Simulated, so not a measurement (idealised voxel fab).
Presented below is a process module, voxel capacitor over wiring.
The cross-section on display is named cut; it measures 255 nm wide, and its cells are 5 nm squares.
For the purposes of this document, a cross-section shall be understood as a grid of square cells, specified as bands listed in top-to-bottom order, each band consisting of one or more rows of cells.
First you get the band's top height and its bottom height, in nm, and then the materials it's made of, left to right, with each width in nm. If you see a single material with "everywhere", that one covers the band edge to edge. "blank" is empty space.
Heads up on the height convention: 0 is the point under which the incoming wafer is all one material, and the lowest band has no bottom, it just keeps going down, like "top 0, no bottom".
With a width like "30..40", each row of cells in the band differs from the next by the same amount, the top row carrying the first number and the bottom row the second.
"nothing changed", as given for a step, is the statement that not any cell of the cross-section underwent a change during that step.
Enclosed voids (no open way to top), threshold 8 cells or more, entry "Voids, fully enclosed", notation width x height at distance, distance from left edge, nm.
Text after the settings on a step's line: the simulator's own remark on that step.
The optional step-line setting "overlay nm" applies to steps with a mask and quantifies how far to the right of its planned location the mask lay, a negative value indicating leftward placement.
[Listed below are the process steps as planned]
1,RECEIVE with material Si
2,CONFORMAL_DEP with material SiO2, thk nm 15
3,DIRECTIONAL_DEP with material TiN, thk nm 5
4,DIRECTIONAL_DEP with material Ru, thk nm 15
5,PATTERN with tone cover, mask id METAL_1, material resist, width nm 30, pitch nm 95, thk nm 15, overlay nm 0
6,DIRECTIONAL_ETCH with etch materials Ru, depth nm 15
7,DIRECTIONAL_ETCH with etch materials TiN, depth nm 5
8,STRIP with etch materials resist
9,FILL_DEP with material lowk, thk nm 5
10,CMP with height nm 35
11,CONFORMAL_DEP with material SiCN, thk nm 5
12,DIRECTIONAL_DEP with material SiO2, thk nm 10
13,MASKED_ETCH with tone open, mask id PLUG_1, width nm 15, etch materials SiO2, depth nm 10, overlay nm 0
14,MASKED_ETCH with tone open, mask id PLUG_1, width nm 15, etch materials SiCN, depth nm 5, overlay nm 0
15,EPI with material Ru, thk nm 10
16,EPI with material Ru, thk nm 5
17,DIRECTIONAL_DEP with material TiN, thk nm 5
18,DIRECTIONAL_DEP with material HfO2, thk nm 5
19,DIRECTIONAL_DEP with material TiN, thk nm 5
20,DIRECTIONAL_DEP with material aC, thk nm 10
21,PATTERN with tone cover, mask id UPPER_PLATE, material resist, width nm 70, thk nm 25, overlay nm 0
22,DIRECTIONAL_ETCH with etch materials aC, depth nm 10
23,STRIP with etch materials resist
24,DIRECTIONAL_ETCH with etch materials TiN, depth nm 5
25,DIRECTIONAL_ETCH with etch materials HfO2, depth nm 5
26,STRIP with etch materials aC
27,PATTERN with tone cover, mask id LOWER_PLATE, material resist, width nm 80, thk nm 15, overlay nm 0
28,DIRECTIONAL_ETCH with etch materials TiN, depth nm 5
29,STRIP with etch materials resist
30,FILL_DEP with material SiO2, thk nm 15
31,CMP with height nm 75
32,PATTERN with tone open, mask id PLUG_2, material resist, width nm 15, thk nm 15, overlay nm 0
33,DIRECTIONAL_ETCH with etch materials SiO2, depth nm 10
34,STRIP with etch materials resist
35,CONFORMAL_DEP with material TiN, thk nm 5
36,FILL_DEP with material Cu, thk nm 10
37,CMP with height nm 75
38,CONFORMAL_DEP with material SiCN, thk nm 5
[Cross-sectional view of the wafer in its as-received condition, corresponding to the state after step 1]
- top 0, no bottom = Si everywhere
- Voids, fully enclosed: none
[This is how the wafer looks in cross-section once the module is done, given the starting state and plan above and one mistake in carrying the plan out]
- top 80, bottom 75 = SiCN everywhere
- top 75, bottom 70 = SiO2=90, TiN=5, Cu=5, TiN=5, SiO2=150
- top 70, bottom 65 = SiO2=90, TiN=15, SiO2=150
- top 65, bottom 60 = SiO2=75, TiN=5, SiO2=70, TiN=5, SiO2=100
- top 60, bottom 55 = HfO2=80, SiO2=70, HfO2=105
- top 55, bottom 50 = TiN everywhere
- top 50, bottom 40 = SiO2=80, Ru=15, SiO2=160
- top 40, bottom 35 = SiCN=80, Ru=15, SiCN=160
- top 35, bottom 20 = lowk=65, Ru=30, lowk=65, Ru=30, lowk=65
- top 20, bottom 15 = lowk=65, TiN=30, lowk=65, TiN=30, lowk=65
- top 15, bottom 0 = SiO2 everywhere
- top 0, no bottom = Si everywhere
- Voids, fully enclosed: none
Error vs. plan: step 21 ran as: PATTERN with tone open, mask id UPPER_PLATE, material resist, width nm 70, thk nm 25, overlay nm 0
